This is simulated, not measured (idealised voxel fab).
The name of this process module is voxel ribs on slabs.
In the cross-section labelled cut, the width is 255 nm and each square cell is 5 nm.
This document writes a cross-section as a grid whose cells are square, and gives it as bands, listed from the top down; one or more rows of cells form a band.
What a band's entry tells you: where the top is and where the bottom is, as heights in nm, and after that what lies inside, material by material from left to right, each with its width in nm. Empty space is written as the word "blank", and a single material marked with the word "all across" occupies the band from edge to edge.
Height datum 0, below which the as-received substrate wafer is one material. Lowest band open at the bottom, running downward: "top 0, no bottom".
Think of "30 to 40" as a width that walks from the first number to the second as you go down the band, top row to bottom row, taking equal-sized steps from row to row.
It should be understood that the words "same as before", when stated for a given step, signify that the cross-section underwent no change in any of its cells during that step.
"Voids, enclosed" specifies each empty space that is not open to the top and that occupies no fewer than 8 cells, using the form width x height at distance, the distance measured from the left edge and all three quantities in nm.
Post-settings text on a step line: simulator's own remark regarding the step.
overlay nm: right-of-plan distance of the mask on a masked step; negative values mean left-of-plan.
### plan
1,RECEIVE [material Si]
2,DIRECTIONAL_DEP [material SiO2] [thk nm 25]
3,DIRECTIONAL_DEP [material polySi] [thk nm 15]
4,MASKED_ETCH [tone cover] [mask id RIB] [width nm 30] [etch materials polySi] [depth nm 5] [overlay nm 0]
5,DIRECTIONAL_DEP [material aC] [thk nm 10]
6,PATTERN [tone cover] [mask id SLAB] [material resist] [width nm 70] [thk nm 30] [overlay nm 0]
7,DIRECTIONAL_ETCH [etch materials aC] [depth nm 10]
8,STRIP [etch materials resist]
9,DIRECTIONAL_ETCH [etch materials polySi] [depth nm 10]
10,STRIP [etch materials aC]
11,FILL_DEP [material SiO2] [thk nm 30]
12,CMP [height nm 60]
13,DIRECTIONAL_DEP [material TiN] [thk nm 10]
14,MASKED_ETCH [tone cover] [mask id HEATER] [width nm 40] [etch materials TiN] [depth nm 10] [overlay nm 0]
15,CONFORMAL_DEP [material SiO2] [thk nm 5]
### So, the first of our two wafers, run just as we planned it
### Cross-sectional view of the wafer in its as-received condition, corresponding to the state after step 1
    top 0, no bottom: Si all across
    Voids, enclosed: none
### Sectional view: wafer, after step 2
    top 25, bottom 0: SiO2 all across
    Under 0: no change, same as before.
### Sectional view: wafer, after step 3
    top 40, bottom 25: polySi all across
    Under 25: no change, same as before.
### Sectional view: wafer, after step 4
    top 40, bottom 35: 110 of blank; 30 of polySi; 115 of blank
    Under 35: no change, same as before.
### Sectional view: wafer, after step 5
    top 50, bottom 45: 110 of blank; 30 of aC; 115 of blank
    top 45, bottom 40: aC all across
    top 40, bottom 35: 110 of aC; 30 of polySi; 115 of aC
    Under 35: no change, same as before.
### Sectional view: wafer, after step 6
    top 80, bottom 50: 90 of blank; 70 of resist; 95 of blank
    top 50, bottom 45: 90 of blank; 20 of resist; 30 of aC; 20 of resist; 95 of blank
    Under 45: no change, same as before.
### Sectional view: wafer, after step 7
    top 70, bottom 50: 90 of blank; 70 of resist; 95 of blank
    top 50, bottom 45: 90 of blank; 20 of resist; 30 of aC; 20 of resist; 95 of blank
    top 45, bottom 40: 90 of blank; 70 of aC; 95 of blank
    top 40, bottom 35: 90 of blank; 20 of aC; 30 of polySi; 20 of aC; 95 of blank
    Under 35: no change, same as before.
### Sectional view: wafer, after step 8
    top 50, bottom 40: 110 to 90 of blank; 30 to 70 of aC; 115 to 95 of blank
    Under 40: no change, same as before.
### Sectional view: wafer, after step 9
    top 50, bottom 40: 110 to 90 of blank; 30 to 70 of aC; 115 to 95 of blank
    top 40, bottom 35: 90 of blank; 20 of aC; 30 of polySi; 20 of aC; 95 of blank
    top 35, bottom 25: 90 of blank; 70 of polySi; 95 of blank
    Under 25: no change, same as before.
### Sectional view: wafer, after step 10
    top 40, bottom 35: 110 of blank; 30 of polySi; 115 of blank
    Under 35: no change, same as before.
### Sectional view: wafer, after step 11
    top 70, bottom 40: SiO2 all across
    top 40, bottom 35: 110 of SiO2; 30 of polySi; 115 of SiO2
    top 35, bottom 25: 90 of SiO2; 70 of polySi; 95 of SiO2
    Under 25: no change, same as before.
### Sectional view: wafer, after step 12
    top 60, bottom 40: SiO2 all across
    Under 40: no change, same as before.
### Sectional view: wafer, after step 13
    top 70, bottom 60: TiN all across
    Under 60: no change, same as before.
### Sectional view: wafer, after step 14
    top 70, bottom 60: 105 of blank; 40 of TiN; 110 of blank
    Under 60: no change, same as before.
### Sectional view: wafer, after step 15
    top 75, bottom 70: 100 of blank; 50 of SiO2; 105 of blank
    top 70, bottom 65: 100 of blank; 5 of SiO2; 40 of TiN; 5 of SiO2; 105 of blank
    top 65, bottom 60: 105 of SiO2; 40 of TiN; 110 of SiO2
    Under 60: no change, same as before.
### Wafer two of the pair: same origin, same plan, one error during the run; identical to wafer one up to and including step 14
Second wafer at the planned finish of step 15, seen in cross-section: same as before
Here's what went sideways: execution of step 15 of the plan did not take place, the step having been omitted
End of process, cell counts, second wafer against first, materials with more or fewer: SiO2: 55 fewer
